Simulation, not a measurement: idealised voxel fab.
process module | voxel ribs on slabs
cross-section cut | 240 nm wide | cells 5 nm
A cross-section is a grid of square cells, given in bands from the top down. A band is one or more rows of cells.
Each band's line starts with the height of the band's top and of its bottom, in nm. Then come its materials from left to right, each with its width in nm. One material with "throughout" fills the band from edge to edge. "air" is empty space.
Height 0 is the level under which the wafer as received is all one material. The lowest band goes on downwards, as in "0 down".
A width such as "30 to 40" changes by the same amount from each row of cells to the next, from the band's top row to its bottom row.
"no change" after a step means that no cell of the cross-section changed.
closed voids: empty space of 8 cells or more with no open way to the top, each as width x height at its distance from the left edge, in nm
after a step's settings: what the simulator itself notes on the step
overlay nm, on a step with a mask: how far to the right of its planned place the mask lay; to the left if negative
plan
1 op RECEIVE | material Si
2 op DIRECTIONAL_DEP | material SiO2 | thk nm 25
3 op DIRECTIONAL_DEP | material polySi | thk nm 20
4 op PATTERN | tone cover | mask id RIB | material resist | width nm 30 | thk nm 20 | overlay nm 0
5 op DIRECTIONAL_ETCH | etch materials polySi | depth nm 5
6 op STRIP | etch materials resist
7 op DIRECTIONAL_DEP | material aC | thk nm 15
8 op PATTERN | tone cover | mask id SLAB | material resist | width nm 60 | thk nm 35 | overlay nm 0
9 op DIRECTIONAL_ETCH | etch materials aC | depth nm 15
10 op STRIP | etch materials resist
11 op DIRECTIONAL_ETCH | etch materials polySi | depth nm 15
12 op STRIP | etch materials aC
13 op FILL_DEP | material SiO2 | thk nm 30
14 op CMP | height nm 65
15 op DIRECTIONAL_DEP | material TiN | thk nm 5
16 op MASKED_ETCH | tone cover | mask id HEATER | width nm 40 | etch materials TiN | depth nm 5 | overlay nm 0
17 op CONFORMAL_DEP | material SiN | thk nm 5
as received, after step 1
  0 down: Si throughout
  closed voids: none
a wafer at the end: this start, this plan, one mistake
  75 to 70: air 95 | SiN 50 | air 95
  70 to 65: SiN 100 | TiN 40 | SiN 100
  65 to 45: SiO2 throughout
  45 to 40: SiO2 105 | polySi 30 | SiO2 105
  40 to 25: SiO2 90 | polySi 60 | SiO2 90
  25 to 0: SiN throughout
  0 down: Si throughout
  closed voids: none
what went wrong: step 2 ran as: op DIRECTIONAL_DEP | material SiN | thk nm 25
